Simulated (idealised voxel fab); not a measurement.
Process module, titled voxel released beams
Displayed cross-section: cut, width of 225 nm, square cells sized 5 nm.
A cross-section is written here as square cells arranged in a grid, and it is given in bands from the top down, each band taking up one or more rows of cells.
Basically the band line says how high the top is and how high the bottom is, in nm, and then what's in it from left to right, every material with its width in nm. Empty space shows up as "blank", and if a single material carries "edge to edge" it runs the full band edge to edge.
Convention: height 0 is the level below which the wafer, as received, is all one material. The lowest band does not terminate at the bottom but continues downward, represented as "0 down".
The width entry "30 to 40" should be interpreted row by row: the top row of cells in the band takes the first number, the bottom row takes the second number, and the change between adjacent rows is uniform throughout.
Take "no alteration" at face value: in the step it is given for, the cross-section changed in none of its cells.
In "Closed void catalog" the enclosed voids are listed, meaning empty spaces of 8 cells or larger without any opening to the top. The form is width x height at distance, distance from the left edge, units nm.
Note: text after step settings on the step line = simulator remark on that step.
On any step carrying a mask, the "overlay nm" setting, if present on the step's line, tells how far right of its planned place the mask lay; negative values point to the left.

Steps in the process plan
1: RECEIVE: material Si
2: CONFORMAL_DEP: material Al2O3, thk nm 5
3: DIRECTIONAL_DEP: material SiO2, thk nm 20
4: MASKED_ETCH: tone open, mask id ANCHOR, width nm 40, etch materials SiO2, depth nm 20, overlay nm 0
5: CONFORMAL_DEP: material SiN, thk nm 15
6: MASKED_ETCH: tone cover, mask id BEAM, width nm 120, etch materials SiN, depth nm 15, overlay nm 0
7: STRIP: etch materials SiO2

As-received wafer cross-section (after step 1)
> 0 down | Si edge to edge
> Closed void catalog: none

End-of-module cross-section. Starting structure and process plan as above; one mistake made in running it
> 25 to 5 | 55 blank; 15 SiN; 10 blank; 15 SiN; 130 blank
> 5 to 0 | Al2O3 edge to edge
> 0 down | Si edge to edge
> Closed void catalog: none
what went wrong: step 6 off recipe, ran as MASKED_ETCH: tone open, mask id BEAM, width nm 120, etch materials SiN, depth nm 15, overlay nm 0
